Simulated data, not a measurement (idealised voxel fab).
A process module follows: voxel tone inversion.
It is cross-section cut that appears here, measuring 275 nm in width, its square cells being 5 nm in size.
Square cells in a grid make up a cross-section in this document, and the grid is given as bands, listed from the top down, each one or more rows of cells.
Band: top height; bottom height; in nm. Then, left to right: material with width in nm, for each material. "throughout": a single material spanning edge to edge. "blank": empty space.
Heights are expressed relative to 0, this being the level below which the as-received wafer comprises one material exclusively. The lowest band is unbounded in the downward direction and is denoted as in "0 -> down".
Top row gets the first number, bottom row gets the second, and each row in between changes by the same step: that is how a band width like "30->40" works.
Step marked "identical to before"? Then no cell in the cross-section changed in it.
Listed in "Voids lacking openings": every empty space of 8 or more cells without an open way to the top. Form: width x height at distance, the distance being from the left edge, all in nm.
Note: text after step settings on the step line = simulator remark on that step.
When a step includes a mask, the "overlay nm" setting on its line states how far to the right of its planned place that mask lay, and negative values state how far to the left.
### So here's the lineup of process steps we planned
- 1: RECEIVE, material Si
- 2: CONFORMAL_DEP, material SiN, thk nm 10
- 3: DIRECTIONAL_DEP, material polySi, thk nm 20
- 4: PATTERN, tone cover, mask id POSTS, material resist, width nm 25, pitch nm 40, thk nm 30, overlay nm 0
- 5: DIRECTIONAL_ETCH, etch materials polySi, depth nm 20
- 6: STRIP, etch materials resist
- 7: FILL_DEP, material lowk, thk nm 5
- 8: CMP, height nm 30
- 9: STRIP, etch materials polySi
### So this is the incoming wafer in cross-section - it's already been through step 1
    0 -> down  Si throughout
    Voids lacking openings: none
### First of two wafers, end-of-module section, run followed plan
    30 -> 10  85 of lowk  25 of blank  15 of lowk  25 of blank  15 of lowk  25 of blank  85 of lowk
    10 -> 0  SiN throughout
    0 -> down  Si throughout
    Voids lacking openings: none
### This is the second of the two wafers, cross-sectioned at the end of the module; it started exactly like the first and was given the same plan, but it was run with one mistake
    30 -> 20  SiN throughout
    20 -> 0  polySi throughout
    0 -> down  Si throughout
    Voids lacking openings: none
What went wrong in running the wafer? sequence error: steps 2 and 3 interchanged
Upon completion, the second wafer contains, in terms of cells, a greater or smaller amount of certain materials than the first wafer: lowk -160 | polySi +220
